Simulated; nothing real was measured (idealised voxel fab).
Process module in this document: voxel ribs on slabs
Square cell edge 5 nm, section width 210 nm, ID cut.
A cross-section in this document is a grid of square cells, and it is written down as bands, the top band listed before the ones below it; a band is made up of one or more rows of cells. Each band's line starts with the height of the band's top and of its bottom, in nm. Then come its materials from left to right, each with its width in nm. One material with "throughout" fills the band from edge to edge. "empty" is empty space. Convention: height 0 is the level below which the wafer, as received, is all one material. The lowest band does not terminate at the bottom but continues downward, represented as "0 down". A width given as "30 to 40" starts at the first number in the band's top row and ends at the second number in its bottom row, shifting by an equal amount at every step from row to row. It should be understood that the words "nothing was modified", when stated for a given step, signify that the cross-section underwent no change in any of its cells during that step. Closed empty spaces (no open way to the top) of 8 cells or more are what "Closed internal voids" lists, each as width x height at distance from the left edge, nm for all three. Formally, on a step line, whatever follows the settings is a remark that the simulator itself makes on the step. overlay nm: how far to the right of its planned place the mask lay on this masked step (negative: to the left).
Steps planned for the process:
1: RECEIVE with material Si
2: DIRECTIONAL_DEP with material SiO2, thk nm 20
3: DIRECTIONAL_DEP with material polySi, thk nm 15
4: PATTERN with tone cover, mask id RIB, material resist, width nm 15, thk nm 15, overlay nm 0
5: DIRECTIONAL_ETCH with etch materials polySi, depth nm 10
6: STRIP with etch materials resist
7: MASKED_ETCH with tone cover, mask id SLAB, width nm 65, etch materials polySi, depth nm 5, overlay nm 0
8: FILL_DEP with material SiO2, thk nm 15
9: CMP with height nm 45
10: DIRECTIONAL_DEP with material W, thk nm 10
11: DIRECTIONAL_DEP with material aC, thk nm 10
12: PATTERN with tone cover, mask id HEATER, material resist, width nm 25, thk nm 25, overlay nm 0
13: DIRECTIONAL_ETCH with etch materials aC, depth nm 10
14: STRIP with etch materials resist
15: DIRECTIONAL_ETCH with etch materials W, depth nm 10
16: STRIP with etch materials aC
17: CONFORMAL_DEP with material SiN, thk nm 5
First of two wafers, processed according to plan:
as received, after step 1:
* 0 down = Si throughout
* Closed internal voids: none
So this is the wafer cross-section right after step 2:
* 20 to 0 = SiO2 throughout
* Rest of section, below 0: as before.
So this is the wafer cross-section right after step 3:
* 35 to 20 = polySi throughout
* Rest of section, below 20: as before.
So this is the wafer cross-section right after step 4:
* 50 to 35 = 95 nm empty  15 nm resist  100 nm empty
* Rest of section, below 35: as before.
So this is the wafer cross-section right after step 5:
* 50 to 35 = 95 nm empty  15 nm resist  100 nm empty
* 35 to 25 = 95 nm empty  15 nm polySi  100 nm empty
* Rest of section, below 25: as before.
So this is the wafer cross-section right after step 6:
* 35 to 25 = 95 nm empty  15 nm polySi  100 nm empty
* Rest of section, below 25: as before.
So this is the wafer cross-section right after step 7:
* 35 to 25 = 95 nm empty  15 nm polySi  100 nm empty
* 25 to 20 = 70 nm empty  65 nm polySi  75 nm empty
* Rest of section, below 20: as before.
So this is the wafer cross-section right after step 8:
* 50 to 35 = SiO2 throughout
* 35 to 25 = 95 nm SiO2  15 nm polySi  100 nm SiO2
* 25 to 20 = 70 nm SiO2  65 nm polySi  75 nm SiO2
* Rest of section, below 20: as before.
So this is the wafer cross-section right after step 9:
* 45 to 35 = SiO2 throughout
* Rest of section, below 35: as before.
So this is the wafer cross-section right after step 10:
* 55 to 45 = W throughout
* Rest of section, below 45: as before.
So this is the wafer cross-section right after step 11:
* 65 to 55 = aC throughout
* Rest of section, below 55: as before.
So this is the wafer cross-section right after step 12:
* 90 to 65 = 90 nm empty  25 nm resist  95 nm empty
* Rest of section, below 65: as before.
So this is the wafer cross-section right after step 13:
* 80 to 65 = 90 nm empty  25 nm resist  95 nm empty
* 65 to 55 = 90 nm empty  25 nm aC  95 nm empty
* Rest of section, below 55: as before.
So this is the wafer cross-section right after step 14:
* 65 to 55 = 90 nm empty  25 nm aC  95 nm empty
* Rest of section, below 55: as before.
So this is the wafer cross-section right after step 15:
* 65 to 55 = 90 nm empty  25 nm aC  95 nm empty
* 55 to 45 = 90 nm empty  25 nm W  95 nm empty
* Rest of section, below 45: as before.
So this is the wafer cross-section right after step 16:
* 55 to 45 = 90 nm empty  25 nm W  95 nm empty
* Rest of section, below 45: as before.
So this is the wafer cross-section right after step 17:
* 60 to 55 = 85 nm empty  35 nm SiN  90 nm empty
* 55 to 50 = 85 nm empty  5 nm SiN  25 nm W  5 nm SiN  90 nm empty
* 50 to 45 = 90 nm SiN  25 nm W  95 nm SiN
* Rest of section, below 45: as before.
Notes, second wafer: start = first wafer's, plan = first wafer's, execution had one mistake; history identical to first through step 11:
What the second wafer looks like in cross-section when step 12 should have wrapped up:
* 90 to 65 = 95 nm empty  20 nm resist  95 nm empty
* Rest of section, below 65: as before.
What the second wafer looks like in cross-section when step 13 should have wrapped up:
* 80 to 65 = 95 nm empty  20 nm resist  95 nm empty
* 65 to 55 = 95 nm empty  20 nm aC  95 nm empty
* Rest of section, below 55: as before.
What the second wafer looks like in cross-section when step 14 should have wrapped up:
* 65 to 55 = 95 nm empty  20 nm aC  95 nm empty
* Rest of section, below 55: as before.
What the second wafer looks like in cross-section when step 15 should have wrapped up:
* 65 to 55 = 95 nm empty  20 nm aC  95 nm empty
* 55 to 45 = 95 nm empty  20 nm W  95 nm empty
* Rest of section, below 45: as before.
What the second wafer looks like in cross-section when step 16 should have wrapped up:
* 55 to 45 = 95 nm empty  20 nm W  95 nm empty
* Rest of section, below 45: as before.
What the second wafer looks like in cross-section when step 17 should have wrapped up:
* 60 to 55 = 90 nm empty  30 nm SiN  90 nm empty
* 55 to 50 = 90 nm empty  5 nm SiN  20 nm W  5 nm SiN  90 nm empty
* 50 to 45 = 95 nm SiN  20 nm W  95 nm SiN
* Rest of section, below 45: as before.
Here's what went sideways: planned and actual differ for step 12; actual: PATTERN with tone cover, mask id HEATER, material resist, width nm 20, thk nm 25, overlay nm 0
Bottom line after processing is that, in cells, the second wafer is up or down on some materials versus the first: 2 fewer of W
